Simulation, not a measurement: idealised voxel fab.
Herein follows the process module entitled voxel transistor to metal.
The figure presents cross-section cut, which has a width of 175 nm and is divided into square cells with an edge length of 5 nm.
Heads up, the way a cross-section reads in here is a grid of square cells, handed over as bands from the top down, with every band being one or more rows of cells. What a band's entry tells you: where the top is and where the bottom is, as heights in nm, and after that what lies inside, material by material from left to right, each with its width in nm. Empty space is written as the word "empty", and a single material marked with the word "edge to edge" occupies the band from edge to edge. It should be noted that heights are counted from 0, beneath which the wafer as supplied is of one material throughout, and that the lowest band possesses no lower boundary but continues downward, as written in "0 nm and below". Graded width ("30 to 40"): value in top row of band = first number; value in bottom row = second number; row-to-row change constant. Any step labelled "remained unchanged" changed none of the cells in the cross-section. The list in "Closed internal voids" covers empty spaces of 8 cells or more that cannot reach the top through any open way, and it gives each as width x height at distance; the distance is from the left edge, and width, height and distance are in nm. Whatever follows a step's settings on its line is a remark the simulator itself makes about that step. overlay nm: how far to the right of its planned place the mask lay on this masked step (negative: to the left).

Below is the list of planned process steps
1) RECEIVE (material Si)
2) OXIDIZE (depth nm 5)
3) CONFORMAL_DEP (material SiN; thk nm 15)
4) MASKED_ETCH (tone cover; mask id ACTIVE; width nm 125; etch materials SiN; depth nm 15; overlay nm 0)
5) MASKED_ETCH (tone cover; mask id ACTIVE; width nm 125; etch materials SiO2; depth nm 5; overlay nm 0)
6) MASKED_ETCH (tone cover; mask id ACTIVE; width nm 125; etch materials Si; depth nm 20; overlay nm 0)
7) OXIDIZE (depth nm 5)
8) FILL_DEP (material SiO2; thk nm 5)
9) CMP (height nm 15)
10) SELECTIVE_ETCH (etch materials SiO2; depth nm 10)
11) STRIP (etch materials SiN)
12) SELECTIVE_ETCH (etch materials SiO2; depth nm 5)
13) OXIDIZE (depth nm 5)
14) DIRECTIONAL_DEP (material polySi; thk nm 30)
15) DIRECTIONAL_DEP (material SiCN; thk nm 15)
16) MASKED_ETCH (tone cover; mask id GATE; width nm 25; etch materials SiCN; depth nm 25; overlay nm 0)
17) MASKED_ETCH (tone cover; mask id GATE; width nm 25; etch materials polySi; depth nm 40; overlay nm 0)
18) CONFORMAL_DEP (material SiN; thk nm 5)
19) DIRECTIONAL_ETCH (etch materials SiN; depth nm 5)
20) DIRECTIONAL_ETCH (etch materials SiO2; depth nm 5)
21) DIRECTIONAL_ETCH (etch materials Si; depth nm 10)
22) EPI (material nSi; thk nm 15)
23) FILL_DEP (material SiO2; thk nm 5)
24) CMP (height nm 25)
25) STRIP (etch materials polySi)
26) SELECTIVE_ETCH (etch materials SiO2; depth nm 5)
27) CONFORMAL_DEP (material HfO2; thk nm 5)
28) CONFORMAL_DEP (material TiN; thk nm 5)
29) FILL_DEP (material W; thk nm 5)
30) CMP (height nm 20)
31) DIRECTIONAL_DEP (material SiO2; thk nm 15)
32) DIRECTIONAL_DEP (material aC; thk nm 10)
33) PATTERN (tone open; mask id CONTACT; material resist; width nm 20; pitch nm 85; thk nm 30; overlay nm 0)
34) DIRECTIONAL_ETCH (etch materials aC; depth nm 10)
35) STRIP (etch materials resist)
36) DIRECTIONAL_ETCH (etch materials SiO2; depth nm 40)
37) STRIP (etch materials aC)
38) CONFORMAL_DEP (material TiN; thk nm 5)
39) FILL_DEP (material W; thk nm 5)
40) CMP (height nm 35)
41) DIRECTIONAL_DEP (material TiN; thk nm 5)
42) DIRECTIONAL_DEP (material Ru; thk nm 15)
43) MASKED_ETCH (tone cover; mask id METAL_1; width nm 20; pitch nm 85; etch materials Ru; depth nm 15; overlay nm 0)
44) MASKED_ETCH (tone cover; mask id METAL_1; width nm 20; pitch nm 85; etch materials TiN; depth nm 5; overlay nm 0)
45) FILL_DEP (material SiO2; thk nm 10)
46) CMP (height nm 55)
47) CONFORMAL_DEP (material SiCN; thk nm 5)
48) DIRECTIONAL_DEP (material SiO2; thk nm 25)
49) MASKED_ETCH (tone open; mask id METAL_2_HOLES; width nm 15; pitch nm 85; etch materials SiO2; depth nm 25; overlay nm 0)
50) DIRECTIONAL_DEP (material aC; thk nm 15)
51) PATTERN (tone open; mask id METAL_2; material resist; width nm 20; pitch nm 85; thk nm 35; overlay nm 0)
52) DIRECTIONAL_ETCH (etch materials aC; depth nm 15)
53) STRIP (etch materials resist)
54) DIRECTIONAL_ETCH (etch materials SiO2; depth nm 15)
55) DIRECTIONAL_ETCH (etch materials SiCN; depth nm 5)
56) STRIP (etch materials aC)
57) CONFORMAL_DEP (material TiN; thk nm 5)
58) FILL_DEP (material Ru; thk nm 5)
59) CMP (height nm 85)
60) CONFORMAL_DEP (material SiCN; thk nm 5)

Received-state cross-section, reflecting completion of step 1
	0 nm and below = Si edge to edge
	Closed internal voids: none

Module complete - cross-section of the first of two wafers, run according to plan
	90 nm to 85 nm = SiCN edge to edge
	85 nm to 75 nm = SiO2=35, TiN=5, Ru=10, TiN=5, SiO2=65, TiN=5, Ru=10, TiN=5, SiO2=35
	75 nm to 70 nm = SiO2=35, TiN=5, Ru=5, TiN=10, SiO2=65, TiN=5, Ru=5, TiN=10, SiO2=35
	70 nm to 60 nm = SiO2=35, TiN=5, Ru=5, TiN=5, SiO2=70, TiN=5, Ru=5, TiN=5, SiO2=40
	60 nm to 55 nm = SiCN=35, TiN=15, SiCN=70, TiN=15, SiCN=40
	55 nm to 40 nm = SiO2=35, Ru=20, SiO2=65, Ru=20, SiO2=35
	40 nm to 35 nm = SiO2=35, TiN=20, SiO2=65, TiN=20, SiO2=35
	35 nm to 20 nm = SiO2=35, TiN=5, W=10, TiN=5, SiO2=65, TiN=5, W=10, TiN=5, SiO2=35
	20 nm to 5 nm = SiO2=35, TiN=5, W=10, TiN=5, SiO2=15, SiN=5, HfO2=5, TiN=5, W=5, TiN=5, HfO2=5, SiN=5, SiO2=15, TiN=5, W=10, TiN=5, SiO2=35
	5 nm to 0 nm = SiO2=35, TiN=5, W=10, TiN=5, nSi=15, SiN=5, HfO2=5, TiN=5, W=5, TiN=5, HfO2=5, SiN=5, nSi=15, TiN=5, W=10, TiN=5, SiO2=35
	0 nm to -5 nm = SiO2=20, SiN=5, SiO2=10, TiN=20, nSi=15, SiN=5, HfO2=5, TiN=15, HfO2=5, SiN=5, nSi=15, TiN=20, SiO2=10, SiN=5, SiO2=20
	-5 nm to -10 nm = SiO2=25, nSi=45, HfO2=35, nSi=45, SiO2=25
	-10 nm to -20 nm = SiO2=30, nSi=40, Si=35, nSi=40, SiO2=30
	-20 nm to -30 nm = SiO2=30, Si=115, SiO2=30
	-30 nm and below = Si edge to edge
	Closed internal voids: none

Here's the second of our two wafers sectioned at module end. Same start as the first, same plan, but one mistake got made running it
	90 nm to 85 nm = SiCN edge to edge
	85 nm to 75 nm = SiO2=35, TiN=5, Ru=10, TiN=5, SiO2=65, TiN=5, Ru=10, TiN=5, SiO2=35
	75 nm to 70 nm = SiO2=35, TiN=5, Ru=5, TiN=10, SiO2=65, TiN=5, Ru=5, TiN=10, SiO2=35
	70 nm to 60 nm = SiO2=35, TiN=5, Ru=5, TiN=5, SiO2=70, TiN=5, Ru=5, TiN=5, SiO2=40
	60 nm to 55 nm = SiCN=35, TiN=15, SiCN=70, TiN=15, SiCN=40
	55 nm to 40 nm = SiO2=25, Ru=20, SiO2=65, Ru=20, SiO2=45
	40 nm to 35 nm = SiO2=25, TiN=30, SiO2=55, TiN=30, SiO2=35
	35 nm to 20 nm = SiO2=35, TiN=5, W=10, TiN=5, SiO2=65, TiN=5, W=10, TiN=5, SiO2=35
	20 nm to 5 nm = SiO2=35, TiN=5, W=10, TiN=5, SiO2=15, SiN=5, HfO2=5, TiN=5, W=5, TiN=5, HfO2=5, SiN=5, SiO2=15, TiN=5, W=10, TiN=5, SiO2=35
	5 nm to 0 nm = SiO2=35, TiN=5, W=10, TiN=5, nSi=15, SiN=5, HfO2=5, TiN=5, W=5, TiN=5, HfO2=5, SiN=5, nSi=15, TiN=5, W=10, TiN=5, SiO2=35
	0 nm to -5 nm = SiO2=20, SiN=5, SiO2=10, TiN=20, nSi=15, SiN=5, HfO2=5, TiN=15, HfO2=5, SiN=5, nSi=15, TiN=20, SiO2=10, SiN=5, SiO2=20
	-5 nm to -10 nm = SiO2=25, nSi=45, HfO2=35, nSi=45, SiO2=25
	-10 nm to -20 nm = SiO2=30, nSi=40, Si=35, nSi=40, SiO2=30
	-20 nm to -30 nm = SiO2=30, Si=115, SiO2=30
	-30 nm and below = Si edge to edge
	Closed internal voids: none
Deviation noted in wafer processing: step 43 did not use the planned setting and instead ran as MASKED_ETCH (tone cover; mask id METAL_1; width nm 20; pitch nm 85; etch materials Ru; depth nm 15; overlay nm -10)
The final cell counts differ between the wafers, with the second having more or fewer of some materials than the first: SiO2 -4; TiN +4
